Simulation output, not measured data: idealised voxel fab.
process module | voxel wiring stack
cross-section cut | 295 nm wide | cells 5 nm
A cross-section is a grid of square cells, given in bands from the top down. A band is one or more rows of cells.
Each band's line starts with the height of the band's top and of its bottom, in nm. Then come its materials from left to right, each with its width in nm. One material with "throughout" fills the band from edge to edge. "air" is empty space.
Height 0 is the level under which the wafer as received is all one material. The lowest band goes on downwards, as in "0 down".
A width such as "30 to 40" changes by the same amount from each row of cells to the next, from the band's top row to its bottom row.
"no change" after a step means that no cell of the cross-section changed.
closed voids: empty space of 8 cells or more with no open way to the top, each as width x height at its distance from the left edge, in nm
after a step's settings: what the simulator itself notes on the step
overlay nm, on a step with a mask: how far to the right of its planned place the mask lay; to the left if negative
plan
1 op RECEIVE | material Si
2 op CONFORMAL_DEP | material SiO2 | thk nm 10
3 op DIRECTIONAL_DEP | material TiN | thk nm 5
4 op DIRECTIONAL_DEP | material Ru | thk nm 15
5 op PATTERN | tone cover | mask id METAL_1 | material resist | width nm 30 | pitch nm 60 | thk nm 20 | overlay nm 0
6 op DIRECTIONAL_ETCH | etch materials Ru | depth nm 15
7 op DIRECTIONAL_ETCH | etch materials TiN | depth nm 5
8 op STRIP | etch materials resist
9 op FILL_DEP | material SiO2 | thk nm 5
10 op CMP | height nm 30
11 op CONFORMAL_DEP | material SiCN | thk nm 5
12 op DIRECTIONAL_DEP | material SiO2 | thk nm 20
13 op MASKED_ETCH | tone open | mask id PLUG_1 | width nm 15 | pitch nm 120 | etch materials SiO2 | depth nm 20 | overlay nm 0
14 op MASKED_ETCH | tone open | mask id PLUG_1 | width nm 15 | pitch nm 120 | etch materials SiCN | depth nm 5 | overlay nm 0
15 op EPI | material Ru | thk nm 10
16 op EPI | material Ru | thk nm 10
17 op EPI | material Ru | thk nm 5
18 op DIRECTIONAL_DEP | material TiN | thk nm 5
19 op DIRECTIONAL_DEP | material Ru | thk nm 25
20 op MASKED_ETCH | tone cover | mask id METAL_2 | width nm 30 | pitch nm 60 | etch materials Ru | depth nm 25 | overlay nm 0
21 op MASKED_ETCH | tone cover | mask id METAL_2 | width nm 30 | pitch nm 60 | etch materials TiN | depth nm 5 | overlay nm 0
22 op CONFORMAL_DEP | material SiCN | thk nm 5
23 op FILL_DEP | material SiO2 | thk nm 5
24 op CMP | height nm 85
25 op CONFORMAL_DEP | material SiCN | thk nm 5
as received, after step 1
  0 down: Si throughout
  closed voids: none
first wafer at the end, as planned
  90 to 85: SiCN throughout
  85 to 60: SiO2 35 | SiCN 5 | Ru 30 | SiCN 5 | SiO2 20 | SiCN 5 | Ru 30 | SiCN 5 | SiO2 20 | SiCN 5 | Ru 30 | SiCN 5 | SiO2 20 | SiCN 5 | Ru 30 | SiCN 5 | SiO2 40
  60 to 55: SiCN 40 | TiN 30 | SiCN 30 | TiN 30 | SiCN 30 | TiN 30 | SiCN 30 | TiN 30 | SiCN 45
  55 to 35: SiO2 40 | Ru 15 | SiO2 105 | Ru 15 | SiO2 120
  35 to 30: SiCN 40 | Ru 15 | SiCN 105 | Ru 15 | SiCN 120
  30 to 15: SiO2 40 | Ru 30 | SiO2 30 | Ru 30 | SiO2 30 | Ru 30 | SiO2 30 | Ru 30 | SiO2 45
  15 to 10: SiO2 40 | TiN 30 | SiO2 30 | TiN 30 | SiO2 30 | TiN 30 | SiO2 30 | TiN 30 | SiO2 45
  10 to 0: SiO2 throughout
  0 down: Si throughout
  closed voids: none
second wafer at the end: like start, like plan, one mistake
  90 to 85: SiCN throughout
  85 to 65: SiO2 50 | SiCN 5 | Ru 15 | SiCN 5 | SiO2 20 | SiCN 5 | Ru 30 | SiCN 5 | SiO2 35 | SiCN 5 | Ru 15 | SiCN 5 | SiO2 20 | SiCN 5 | Ru 30 | SiCN 5 | SiO2 40
  65 to 60: SiO2 35 | SiCN 20 | Ru 15 | SiCN 5 | SiO2 20 | SiCN 5 | Ru 30 | SiCN 5 | SiO2 20 | SiCN 20 | Ru 15 | SiCN 5 | SiO2 20 | SiCN 5 | Ru 30 | SiCN 5 | SiO2 40
  60 to 55: SiCN 40 | Ru 15 | TiN 15 | SiCN 30 | TiN 30 | SiCN 30 | Ru 15 | TiN 15 | SiCN 30 | TiN 30 | SiCN 45
  55 to 35: SiO2 40 | Ru 15 | SiO2 105 | Ru 15 | SiO2 120
  35 to 30: SiCN 40 | TiN 15 | SiCN 105 | TiN 15 | SiCN 120
  30 to 25: SiO2 throughout
  25 to 10: SiO2 40 | Ru 30 | SiO2 30 | Ru 30 | SiO2 30 | Ru 30 | SiO2 30 | Ru 30 | SiO2 45
  10 to 0: SiO2 throughout
  0 down: Si throughout
  closed voids: none
what went wrong: step 3 was left out
at the end the second wafer has, in cells: 30 fewer of Ru | 6 more of SiCN | 48 more of SiO2 | 24 fewer of TiN
